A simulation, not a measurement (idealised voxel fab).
process module | voxel capacitor over wiring
cross-section cut | 240 nm wide | cells 5 nm
A cross-section is a grid of square cells, given in bands from the top down. A band is one or more rows of cells.
Each band's line starts with the height of the band's top and of its bottom, in nm. Then come its materials from left to right, each with its width in nm. One material with "throughout" fills the band from edge to edge. "air" is empty space.
Height 0 is the level under which the wafer as received is all one material. The lowest band goes on downwards, as in "0 down".
A width such as "30 to 40" changes by the same amount from each row of cells to the next, from the band's top row to its bottom row.
"no change" after a step means that no cell of the cross-section changed.
closed voids: empty space of 8 cells or more with no open way to the top, each as width x height at its distance from the left edge, in nm
after a step's settings: what the simulator itself notes on the step
overlay nm, on a step with a mask: how far to the right of its planned place the mask lay; to the left if negative
plan
1 op RECEIVE | material Si
2 op CONFORMAL_DEP | material SiO2 | thk nm 15
3 op DIRECTIONAL_DEP | material TiN | thk nm 5
4 op DIRECTIONAL_DEP | material W | thk nm 15
5 op MASKED_ETCH | tone cover | mask id METAL_1 | width nm 30 | pitch nm 90 | etch materials W | depth nm 15 | overlay nm 0
6 op MASKED_ETCH | tone cover | mask id METAL_1 | width nm 30 | pitch nm 90 | etch materials TiN | depth nm 5 | overlay nm 0
7 op FILL_DEP | material SiO2 | thk nm 10
8 op CMP | height nm 35
9 op CONFORMAL_DEP | material SiCN | thk nm 5
10 op DIRECTIONAL_DEP | material lowk | thk nm 20
11 op PATTERN | tone open | mask id PLUG_1 | material resist | width nm 15 | thk nm 20 | overlay nm 0
12 op DIRECTIONAL_ETCH | etch materials lowk | depth nm 20
13 op DIRECTIONAL_ETCH | etch materials SiCN | depth nm 5
14 op STRIP | etch materials resist
15 op EPI | material Ru | thk nm 10
16 op EPI | material Ru | thk nm 10
17 op EPI | material Ru | thk nm 5
18 op DIRECTIONAL_DEP | material TiN | thk nm 5
19 op DIRECTIONAL_DEP | material SiN | thk nm 5
20 op DIRECTIONAL_DEP | material TiN | thk nm 10
21 op PATTERN | tone cover | mask id UPPER_PLATE | material resist | width nm 65 | thk nm 15 | overlay nm 0
22 op DIRECTIONAL_ETCH | etch materials TiN | depth nm 10
23 op DIRECTIONAL_ETCH | etch materials SiN | depth nm 5
24 op STRIP | etch materials resist
25 op MASKED_ETCH | tone cover | mask id LOWER_PLATE | width nm 75 | etch materials TiN | depth nm 5 | overlay nm 0
26 op FILL_DEP | material SiO2 | thk nm 15
27 op CMP | height nm 90
28 op DIRECTIONAL_DEP | material aC | thk nm 10
29 op PATTERN | tone open | mask id PLUG_2 | material resist | width nm 15 | thk nm 25 | overlay nm 0
30 op DIRECTIONAL_ETCH | etch materials aC | depth nm 10
31 op STRIP | etch materials resist
32 op DIRECTIONAL_ETCH | etch materials SiO2 | depth nm 10
33 op STRIP | etch materials aC
34 op CONFORMAL_DEP | material TiN | thk nm 5
35 op FILL_DEP | material Ru | thk nm 5
36 op CMP | height nm 90
37 op CONFORMAL_DEP | material SiN | thk nm 5
first wafer, as planned
as received, after step 1
  0 down: Si throughout
  closed voids: none
after step 2
  15 to 0: SiO2 throughout
  below 0: unchanged
after step 3
  20 to 15: TiN throughout
  below 15: unchanged
after step 4
  35 to 20: W throughout
  below 20: unchanged
after step 5
  35 to 20: air 60 | W 30 | air 60 | W 30 | air 60
  below 20: unchanged
after step 6
  35 to 20: air 60 | W 30 | air 60 | W 30 | air 60
  20 to 15: air 60 | TiN 30 | air 60 | TiN 30 | air 60
  below 15: unchanged
after step 7
  45 to 35: SiO2 throughout
  35 to 20: SiO2 60 | W 30 | SiO2 60 | W 30 | SiO2 60
  20 to 15: SiO2 60 | TiN 30 | SiO2 60 | TiN 30 | SiO2 60
  below 15: unchanged
after step 8
  35 to 20: SiO2 60 | W 30 | SiO2 60 | W 30 | SiO2 60
  below 20: unchanged
after step 9
  40 to 35: SiCN throughout
  below 35: unchanged
after step 10
  60 to 40: lowk throughout
  below 40: unchanged
after step 11
  80 to 60: resist 75 | air 15 | resist 150
  below 60: unchanged
after step 12
  80 to 60: resist 75 | air 15 | resist 150
  60 to 40: lowk 75 | air 15 | lowk 150
  below 40: unchanged
after step 13
  80 to 60: resist 75 | air 15 | resist 150
  60 to 40: lowk 75 | air 15 | lowk 150
  40 to 35: SiCN 75 | air 15 | SiCN 150
  below 35: unchanged
after step 14
  60 to 40: lowk 75 | air 15 | lowk 150
  below 40: unchanged
after step 15
  60 to 45: lowk 75 | air 15 | lowk 150
  45 to 40: lowk 75 | Ru 15 | lowk 150
  40 to 35: SiCN 75 | Ru 15 | SiCN 150
  below 35: unchanged
after step 16
  60 to 55: lowk 75 | air 15 | lowk 150
  55 to 40: lowk 75 | Ru 15 | lowk 150
  below 40: unchanged
after step 17
  60 to 40: lowk 75 | Ru 15 | lowk 150
  below 40: unchanged
after step 18
  65 to 60: TiN throughout
  below 60: unchanged
after step 19
  70 to 65: SiN throughout
  below 65: unchanged
after step 20
  80 to 70: TiN throughout
  below 70: unchanged
after step 21
  95 to 80: air 75 | resist 65 | air 100
  below 80: unchanged
after step 22
  95 to 80: air 75 | resist 65 | air 100
  80 to 70: air 75 | TiN 65 | air 100
  below 70: unchanged
after step 23
  95 to 80: air 75 | resist 65 | air 100
  80 to 70: air 75 | TiN 65 | air 100
  70 to 65: air 75 | SiN 65 | air 100
  below 65: unchanged
after step 24
  80 to 70: air 75 | TiN 65 | air 100
  below 70: unchanged
after step 25
  80 to 70: air 75 | TiN 65 | air 100
  70 to 65: air 75 | SiN 65 | air 100
  65 to 60: air 70 | TiN 75 | air 95
  below 60: unchanged
after step 26
  95 to 80: SiO2 throughout
  80 to 70: SiO2 75 | TiN 65 | SiO2 100
  70 to 65: SiO2 75 | SiN 65 | SiO2 100
  65 to 60: SiO2 70 | TiN 75 | SiO2 95
  below 60: unchanged
after step 27
  90 to 80: SiO2 throughout
  below 80: unchanged
after step 28
  100 to 90: aC throughout
  below 90: unchanged
after step 29
  125 to 100: resist 85 | air 15 | resist 140
  below 100: unchanged
after step 30
  115 to 100: resist 85 | air 15 | resist 140
  100 to 90: aC 85 | air 15 | aC 140
  below 90: unchanged
after step 31
  100 to 90: aC 85 | air 15 | aC 140
  below 90: unchanged
after step 32
  100 to 90: aC 85 | air 15 | aC 140
  90 to 80: SiO2 85 | air 15 | SiO2 140
  below 80: unchanged
after step 33
  90 to 80: SiO2 85 | air 15 | SiO2 140
  below 80: unchanged
after step 34
  95 to 90: TiN 90 | air 5 | TiN 145
  90 to 85: SiO2 85 | TiN 5 | air 5 | TiN 5 | SiO2 140
  85 to 80: SiO2 85 | TiN 15 | SiO2 140
  below 80: unchanged
after step 35
  100 to 95: Ru throughout
  95 to 90: TiN 90 | Ru 5 | TiN 145
  90 to 85: SiO2 85 | TiN 5 | Ru 5 | TiN 5 | SiO2 140
  below 85: unchanged
after step 36
  90 to 85: SiO2 85 | TiN 5 | Ru 5 | TiN 5 | SiO2 140
  below 85: unchanged
after step 37
  95 to 90: SiN throughout
  below 90: unchanged
second wafer: like start, like plan, one mistake. Through step 1 it matches the first wafer
when step 2 should have ended
  30 to 0: SiO2 throughout
  below 0: unchanged
when step 3 should have ended
  35 to 30: TiN throughout
  below 30: unchanged
when step 4 should have ended
  50 to 35: W throughout
  below 35: unchanged
when step 5 should have ended
  50 to 35: air 60 | W 30 | air 60 | W 30 | air 60
  below 35: unchanged
when step 6 should have ended
  50 to 35: air 60 | W 30 | air 60 | W 30 | air 60
  35 to 30: air 60 | TiN 30 | air 60 | TiN 30 | air 60
  below 30: unchanged
when step 7 should have ended
  60 to 50: SiO2 throughout
  50 to 35: SiO2 60 | W 30 | SiO2 60 | W 30 | SiO2 60
  35 to 30: SiO2 60 | TiN 30 | SiO2 60 | TiN 30 | SiO2 60
  below 30: unchanged
when step 8 should have ended
  35 to 30: SiO2 60 | TiN 30 | SiO2 60 | TiN 30 | SiO2 60
  below 30: unchanged
when step 9 should have ended
  40 to 35: SiCN throughout
  below 35: unchanged
when step 10 should have ended
  60 to 40: lowk throughout
  below 40: unchanged
when step 11 should have ended
  80 to 60: resist 75 | air 15 | resist 150
  below 60: unchanged
when step 12 should have ended
  80 to 60: resist 75 | air 15 | resist 150
  60 to 40: lowk 75 | air 15 | lowk 150
  below 40: unchanged
when step 13 should have ended
  80 to 60: resist 75 | air 15 | resist 150
  60 to 40: lowk 75 | air 15 | lowk 150
  40 to 35: SiCN 75 | air 15 | SiCN 150
  below 35: unchanged
when step 14 should have ended
  60 to 40: lowk 75 | air 15 | lowk 150
  below 40: unchanged
when step 15 should have ended
  60 to 45: lowk 75 | air 15 | lowk 150
  45 to 40: lowk 75 | Ru 15 | lowk 150
  40 to 35: SiCN 75 | Ru 15 | SiCN 150
  below 35: unchanged
when step 16 should have ended
  60 to 55: lowk 75 | air 15 | lowk 150
  55 to 40: lowk 75 | Ru 15 | lowk 150
  below 40: unchanged
when step 17 should have ended
  60 to 40: lowk 75 | Ru 15 | lowk 150
  below 40: unchanged
when step 18 should have ended
  65 to 60: TiN throughout
  below 60: unchanged
when step 19 should have ended
  70 to 65: SiN throughout
  below 65: unchanged
when step 20 should have ended
  80 to 70: TiN throughout
  below 70: unchanged
when step 21 should have ended
  95 to 80: air 75 | resist 65 | air 100
  below 80: unchanged
when step 22 should have ended
  95 to 80: air 75 | resist 65 | air 100
  80 to 70: air 75 | TiN 65 | air 100
  below 70: unchanged
when step 23 should have ended
  95 to 80: air 75 | resist 65 | air 100
  80 to 70: air 75 | TiN 65 | air 100
  70 to 65: air 75 | SiN 65 | air 100
  below 65: unchanged
when step 24 should have ended
  80 to 70: air 75 | TiN 65 | air 100
  below 70: unchanged
when step 25 should have ended
  80 to 70: air 75 | TiN 65 | air 100
  70 to 65: air 75 | SiN 65 | air 100
  65 to 60: air 70 | TiN 75 | air 95
  below 60: unchanged
when step 26 should have ended
  95 to 80: SiO2 throughout
  80 to 70: SiO2 75 | TiN 65 | SiO2 100
  70 to 65: SiO2 75 | SiN 65 | SiO2 100
  65 to 60: SiO2 70 | TiN 75 | SiO2 95
  below 60: unchanged
when step 27 should have ended
  90 to 80: SiO2 throughout
  below 80: unchanged
when step 28 should have ended
  100 to 90: aC throughout
  below 90: unchanged
when step 29 should have ended
  125 to 100: resist 85 | air 15 | resist 140
  below 100: unchanged
when step 30 should have ended
  115 to 100: resist 85 | air 15 | resist 140
  100 to 90: aC 85 | air 15 | aC 140
  below 90: unchanged
when step 31 should have ended
  100 to 90: aC 85 | air 15 | aC 140
  below 90: unchanged
when step 32 should have ended
  100 to 90: aC 85 | air 15 | aC 140
  90 to 80: SiO2 85 | air 15 | SiO2 140
  below 80: unchanged
when step 33 should have ended
  90 to 80: SiO2 85 | air 15 | SiO2 140
  below 80: unchanged
when step 34 should have ended
  95 to 90: TiN 90 | air 5 | TiN 145
  90 to 85: SiO2 85 | TiN 5 | air 5 | TiN 5 | SiO2 140
  85 to 80: SiO2 85 | TiN 15 | SiO2 140
  below 80: unchanged
when step 35 should have ended
  100 to 95: Ru throughout
  95 to 90: TiN 90 | Ru 5 | TiN 145
  90 to 85: SiO2 85 | TiN 5 | Ru 5 | TiN 5 | SiO2 140
  below 85: unchanged
when step 36 should have ended
  90 to 85: SiO2 85 | TiN 5 | Ru 5 | TiN 5 | SiO2 140
  below 85: unchanged
when step 37 should have ended
  95 to 90: SiN throughout
  below 90: unchanged
what went wrong: step 2 was run twice
at the end the second wafer has, in cells: 36 more of SiO2 | 36 fewer of W
